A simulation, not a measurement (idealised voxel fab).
process module | voxel released beams
cross-section cut | 180 nm wide | cells 5 nm
A cross-section is a grid of square cells, given in bands from the top down. A band is one or more rows of cells.
Each band's line starts with the height of the band's top and of its bottom, in nm. Then come its materials from left to right, each with its width in nm. One material with "throughout" fills the band from edge to edge. "air" is empty space.
Height 0 is the level under which the wafer as received is all one material. The lowest band goes on downwards, as in "0 down".
A width such as "30 to 40" changes by the same amount from each row of cells to the next, from the band's top row to its bottom row.
"no change" after a step means that no cell of the cross-section changed.
closed voids: empty space of 8 cells or more with no open way to the top, each as width x height at its distance from the left edge, in nm
after a step's settings: what the simulator itself notes on the step
overlay nm, on a step with a mask: how far to the right of its planned place the mask lay; to the left if negative
Each pair below shows a cross-section before one step and the cross-section after it, down to the lowest band that changed. The line under each pair gives the step between them, with its settings. The pairs can come from different runs of this module on the same starting wafer, so a pair continues from the pair above only where its "before" says so.
before
  0 down: Si throughout
  closed voids: none
after
  10 to 0: Al2O3 throughout
  below 0: unchanged
  closed voids: none
the step between: op CONFORMAL_DEP | material Al2O3 | thk nm 10
before: the cross-section after the pair above
after
  20 to 10: SiO2 throughout
  below 10: unchanged
  closed voids: none
the step between: op DIRECTIONAL_DEP | material SiO2 | thk nm 10
before: the cross-section after the pair above
after
  35 to 20: resist 40 | air 30 | resist 110
  below 20: unchanged
  closed voids: none
the step between: op PATTERN | tone open | mask id ANCHOR | material resist | width nm 30 | thk nm 15 | overlay nm 0
before: the cross-section after the pair above
after
  35 to 20: resist 40 | air 30 | resist 110
  20 to 10: SiO2 40 | air 30 | SiO2 110
  below 10: unchanged
  closed voids: none
the step between: op DIRECTIONAL_ETCH | etch materials SiO2 | depth nm 10
before: the cross-section after the pair above
after
  20 to 10: SiO2 40 | air 30 | SiO2 110
  below 10: unchanged
  closed voids: none
the step between: op STRIP | etch materials resist
before: the cross-section after the pair above
after
  30 to 20: SiN 50 | air 10 | SiN 120
  20 to 10: SiO2 40 | SiN 30 | SiO2 110
  below 10: unchanged
  closed voids: none
the step between: op CONFORMAL_DEP | material SiN | thk nm 10
before: the cross-section after the pair above
after
  50 to 30: air 35 | resist 100 | air 45
  30 to 20: SiN 50 | resist 10 | SiN 120
  below 20: unchanged
  closed voids: none
the step between: op PATTERN | tone cover | mask id BEAM | material resist | width nm 100 | thk nm 20 | overlay nm 0
before: the cross-section after the pair above
after
  50 to 30: air 35 | resist 100 | air 45
  30 to 20: air 35 | SiN 15 | resist 10 | SiN 75 | air 45
  below 20: unchanged
  closed voids: none
the step between: op DIRECTIONAL_ETCH | etch materials SiN | depth nm 10
before: the cross-section after the pair above
after
  30 to 20: air 35 | SiN 15 | air 10 | SiN 75 | air 45
  below 20: unchanged
  closed voids: none
the step between: op STRIP | etch materials resist
before: the cross-section after the pair above
after
  30 to 20: air 35 | SiN 15 | air 10 | SiN 75 | air 45
  20 to 10: air 40 | SiN 30 | air 110
  below 10: unchanged
  closed voids: none
the step between: op STRIP | etch materials SiO2
before
  0 down: Si throughout
  closed voids: none
after
  10 to 0: SiO2 throughout
  below 0: unchanged
  closed voids: none
the step between: op DIRECTIONAL_DEP | material SiO2 | thk nm 10
before: the cross-section after the pair above
after
  25 to 10: resist 40 | air 30 | resist 110
  below 10: unchanged
  closed voids: none
the step between: op PATTERN | tone open | mask id ANCHOR | material resist | width nm 30 | thk nm 15 | overlay nm 0
before: the cross-section after the pair above
after
  25 to 10: resist 40 | air 30 | resist 110
  10 to 0: SiO2 40 | air 30 | SiO2 110
  below 0: unchanged
  closed voids: none
the step between: op DIRECTIONAL_ETCH | etch materials SiO2 | depth nm 10
before: the cross-section after the pair above
after
  10 to 0: SiO2 40 | air 30 | SiO2 110
  below 0: unchanged
  closed voids: none
the step between: op STRIP | etch materials resist
before: the cross-section after the pair above
after
  20 to 10: SiN 50 | air 10 | SiN 120
  10 to 0: SiO2 40 | SiN 30 | SiO2 110
  below 0: unchanged
  closed voids: none
the step between: op CONFORMAL_DEP | material SiN | thk nm 10
before: the cross-section after the pair above
after
  40 to 20: air 35 | resist 100 | air 45
  20 to 10: SiN 50 | resist 10 | SiN 120
  below 10: unchanged
  closed voids: none
the step between: op PATTERN | tone cover | mask id BEAM | material resist | width nm 100 | thk nm 20 | overlay nm 0
before: the cross-section after the pair above
after
  40 to 20: air 35 | resist 100 | air 45
  20 to 10: air 35 | SiN 15 | resist 10 | SiN 75 | air 45
  below 10: unchanged
  closed voids: none
the step between: op DIRECTIONAL_ETCH | etch materials SiN | depth nm 10
before: the cross-section after the pair above
after
  20 to 10: air 35 | SiN 15 | air 10 | SiN 75 | air 45
  below 10: unchanged
  closed voids: none
the step between: op STRIP | etch materials resist
before: the cross-section after the pair above
after
  20 to 10: air 35 | SiN 15 | air 10 | SiN 75 | air 45
  10 to 0: air 40 | SiN 30 | air 110
  below 0: unchanged
  closed voids: none
the step between: op STRIP | etch materials SiO2
before
  10 to 0: SiO2 throughout
  0 down: Si throughout
  closed voids: none
after
  20 to 10: Al2O3 throughout
  below 10: unchanged
  closed voids: none
the step between: op CONFORMAL_DEP | material Al2O3 | thk nm 10
before: the cross-section after the pair above
after
  35 to 20: resist 40 | air 30 | resist 110
  below 20: unchanged
  closed voids: none
the step between: op PATTERN | tone open | mask id ANCHOR | material resist | width nm 30 | thk nm 15 | overlay nm 0
before: the cross-section after the pair above
after
  20 to 10: Al2O3 throughout
  below 10: unchanged
  closed voids: none
the step between: op STRIP | etch materials resist
before: the cross-section after the pair above
after
  30 to 20: SiN throughout
  below 20: unchanged
  closed voids: none
the step between: op CONFORMAL_DEP | material SiN | thk nm 10
before: the cross-section after the pair above
after
  50 to 30: air 35 | resist 100 | air 45
  below 30: unchanged
  closed voids: none
the step between: op PATTERN | tone cover | mask id BEAM | material resist | width nm 100 | thk nm 20 | overlay nm 0
before: the cross-section after the pair above
after
  50 to 30: air 35 | resist 100 | air 45
  30 to 20: air 35 | SiN 100 | air 45
  below 20: unchanged
  closed voids: none
the step between: op DIRECTIONAL_ETCH | etch materials SiN | depth nm 10
before: the cross-section after the pair above
after
  30 to 20: air 35 | SiN 100 | air 45
  below 20: unchanged
  closed voids: none
the step between: op STRIP | etch materials resist
before
  20 to 10: SiO2 40 | air 30 | SiO2 110
  10 to 0: Al2O3 throughout
  0 down: Si throughout
  closed voids: none
after
  25 to 20: SiN 45 | air 20 | SiN 115
  20 to 15: SiO2 40 | SiN 5 | air 20 | SiN 5 | SiO2 110
  15 to 10: SiO2 40 | SiN 30 | SiO2 110
  below 10: unchanged
  closed voids: none
the step between: op CONFORMAL_DEP | material SiN | thk nm 5
before: the cross-section after the pair above
after
  45 to 25: air 35 | resist 100 | air 45
  25 to 20: SiN 45 | resist 20 | SiN 115
  20 to 15: SiO2 40 | SiN 5 | resist 20 | SiN 5 | SiO2 110
  below 15: unchanged
  closed voids: none
the step between: op PATTERN | tone cover | mask id BEAM | material resist | width nm 100 | thk nm 20 | overlay nm 0
before: the cross-section after the pair above
after
  45 to 25: air 35 | resist 100 | air 45
  25 to 20: air 35 | SiN 10 | resist 20 | SiN 70 | air 45
  below 20: unchanged
  closed voids: none
the step between: op DIRECTIONAL_ETCH | etch materials SiN | depth nm 10
before: the cross-section after the pair above
after
  25 to 20: air 35 | SiN 10 | air 20 | SiN 70 | air 45
  20 to 15: SiO2 40 | SiN 5 | air 20 | SiN 5 | SiO2 110
  below 15: unchanged
  closed voids: none
the step between: op STRIP | etch materials resist
before: the cross-section after the pair above
after
  25 to 15: air 35 to 40 | SiN 10 to 5 | air 20 | SiN 70 to 5 | air 45 to 110
  15 to 10: air 40 | SiN 30 | air 110
  below 10: unchanged
  closed voids: none
the step between: op STRIP | etch materials SiO2
before
  20 to 10: SiO2 throughout
  10 to 0: Al2O3 throughout
  0 down: Si throughout
  closed voids: none
after
  35 to 20: resist 40 | air 35 | resist 105
  below 20: unchanged
  closed voids: none
the step between: op PATTERN | tone open | mask id ANCHOR | material resist | width nm 35 | thk nm 15 | overlay nm 0
before: the cross-section after the pair above
after
  35 to 20: resist 40 | air 35 | resist 105
  20 to 10: SiO2 40 | air 35 | SiO2 105
  below 10: unchanged
  closed voids: none
the step between: op DIRECTIONAL_ETCH | etch materials SiO2 | depth nm 10
before: the cross-section after the pair above
after
  20 to 10: SiO2 40 | air 35 | SiO2 105
  below 10: unchanged
  closed voids: none
the step between: op STRIP | etch materials resist
before: the cross-section after the pair above
after
  30 to 20: SiN 50 | air 15 | SiN 115
  20 to 10: SiO2 40 | SiN 35 | SiO2 105
  below 10: unchanged
  closed voids: none
the step between: op CONFORMAL_DEP | material SiN | thk nm 10
before: the cross-section after the pair above
after
  50 to 30: air 35 | resist 100 | air 45
  30 to 20: SiN 50 | resist 15 | SiN 115
  below 20: unchanged
  closed voids: none
the step between: op PATTERN | tone cover | mask id BEAM | material resist | width nm 100 | thk nm 20 | overlay nm 0
before: the cross-section after the pair above
after
  50 to 30: air 35 | resist 100 | air 45
  30 to 20: air 35 | SiN 15 | resist 15 | SiN 70 | air 45
  below 20: unchanged
  closed voids: none
the step between: op DIRECTIONAL_ETCH | etch materials SiN | depth nm 10
before: the cross-section after the pair above
after
  30 to 20: air 35 | SiN 15 | air 15 | SiN 70 | air 45
  below 20: unchanged
  closed voids: none
the step between: op STRIP | etch materials resist
before: the cross-section after the pair above
after
  30 to 20: air 35 | SiN 15 | air 15 | SiN 70 | air 45
  20 to 10: air 40 | SiN 35 | air 105
  below 10: unchanged
  closed voids: none
the step between: op STRIP | etch materials SiO2
before
  20 to 10: SiO2 throughout
  10 to 0: Al2O3 throughout
  0 down: Si throughout
  closed voids: none
after
  35 to 20: resist 50 | air 30 | resist 100
  below 20: unchanged
  closed voids: none
the step between: op PATTERN | tone open | mask id ANCHOR | material resist | width nm 30 | thk nm 15 | overlay nm 10
before: the cross-section after the pair above
after
  35 to 20: resist 50 | air 30 | resist 100
  20 to 10: SiO2 50 | air 30 | SiO2 100
  below 10: unchanged
  closed voids: none
the step between: op DIRECTIONAL_ETCH | etch materials SiO2 | depth nm 10
before: the cross-section after the pair above
after
  20 to 10: SiO2 50 | air 30 | SiO2 100
  below 10: unchanged
  closed voids: none
the step between: op STRIP | etch materials resist
before: the cross-section after the pair above
after
  30 to 20: SiN 60 | air 10 | SiN 110
  20 to 10: SiO2 50 | SiN 30 | SiO2 100
  below 10: unchanged
  closed voids: none
the step between: op CONFORMAL_DEP | material SiN | thk nm 10
before: the cross-section after the pair above
after
  50 to 30: air 35 | resist 100 | air 45
  30 to 20: SiN 60 | resist 10 | SiN 110
  below 20: unchanged
  closed voids: none
the step between: op PATTERN | tone cover | mask id BEAM | material resist | width nm 100 | thk nm 20 | overlay nm 0
before: the cross-section after the pair above
after
  50 to 30: air 35 | resist 100 | air 45
  30 to 20: air 35 | SiN 25 | resist 10 | SiN 65 | air 45
  below 20: unchanged
  closed voids: none
the step between: op DIRECTIONAL_ETCH | etch materials SiN | depth nm 10
before: the cross-section after the pair above
after
  30 to 20: air 35 | SiN 25 | air 10 | SiN 65 | air 45
  below 20: unchanged
  closed voids: none
the step between: op STRIP | etch materials resist
before: the cross-section after the pair above
after
  30 to 20: air 35 | SiN 25 | air 10 | SiN 65 | air 45
  20 to 10: air 50 | SiN 30 | air 100
  below 10: unchanged
  closed voids: none
the step between: op STRIP | etch materials SiO2
before
  35 to 20: resist 40 | air 30 | resist 110
  20 to 10: SiO2 40 | air 30 | SiO2 110
  10 to 0: Al2O3 throughout
  0 down: Si throughout
  closed voids: none
after
  0 down: Si throughout
  closed voids: none
the step between: op STRIP | etch materials Al2O3
before: the cross-section after the pair above
after
  10 to 0: SiN throughout
  below 0: unchanged
  closed voids: none
the step between: op CONFORMAL_DEP | material SiN | thk nm 10
before: the cross-section after the pair above
after
  30 to 10: air 35 | resist 100 | air 45
  below 10: unchanged
  closed voids: none
the step between: op PATTERN | tone cover | mask id BEAM | material resist | width nm 100 | thk nm 20 | overlay nm 0
before: the cross-section after the pair above
after
  30 to 10: air 35 | resist 100 | air 45
  10 to 0: air 35 | SiN 100 | air 45
  below 0: unchanged
  closed voids: none
the step between: op DIRECTIONAL_ETCH | etch materials SiN | depth nm 10
before: the cross-section after the pair above
after
  10 to 0: air 35 | SiN 100 | air 45
  below 0: unchanged
  closed voids: none
the step between: op STRIP | etch materials resist
before
  20 to 10: SiO2 throughout
  10 to 0: Al2O3 throughout
  0 down: Si throughout
  closed voids: none
after
  35 to 20: air 40 | resist 30 | air 110
  below 20: unchanged
  closed voids: none
the step between: op PATTERN | tone cover | mask id ANCHOR | material resist | width nm 30 | thk nm 15 | overlay nm 0
before: the cross-section after the pair above
after
  35 to 20: air 40 | resist 30 | air 110
  20 to 10: air 40 | SiO2 30 | air 110
  below 10: unchanged
  closed voids: none
the step between: op DIRECTIONAL_ETCH | etch materials SiO2 | depth nm 10
before: the cross-section after the pair above
after
  20 to 10: air 40 | SiO2 30 | air 110
  below 10: unchanged
  closed voids: none
the step between: op STRIP | etch materials resist
before: the cross-section after the pair above
after
  30 to 20: air 30 | SiN 50 | air 100
  20 to 10: SiN 40 | SiO2 30 | SiN 110
  below 10: unchanged
  closed voids: none
the step between: op CONFORMAL_DEP | material SiN | thk nm 10
before: the cross-section after the pair above
after
  50 to 30: air 35 | resist 100 | air 45
  30 to 20: air 30 | SiN 50 | resist 55 | air 45
  below 20: unchanged
  closed voids: none
the step between: op PATTERN | tone cover | mask id BEAM | material resist | width nm 100 | thk nm 20 | overlay nm 0
before: the cross-section after the pair above
after
  50 to 30: air 35 | resist 100 | air 45
  30 to 20: air 35 | SiN 45 | resist 55 | air 45
  20 to 10: air 30 | SiN 10 | SiO2 30 | SiN 65 | air 45
  below 10: unchanged
  closed voids: none
the step between: op DIRECTIONAL_ETCH | etch materials SiN | depth nm 10
before: the cross-section after the pair above
after
  30 to 20: air 35 | SiN 45 | air 100
  below 20: unchanged
  closed voids: none
the step between: op STRIP | etch materials resist
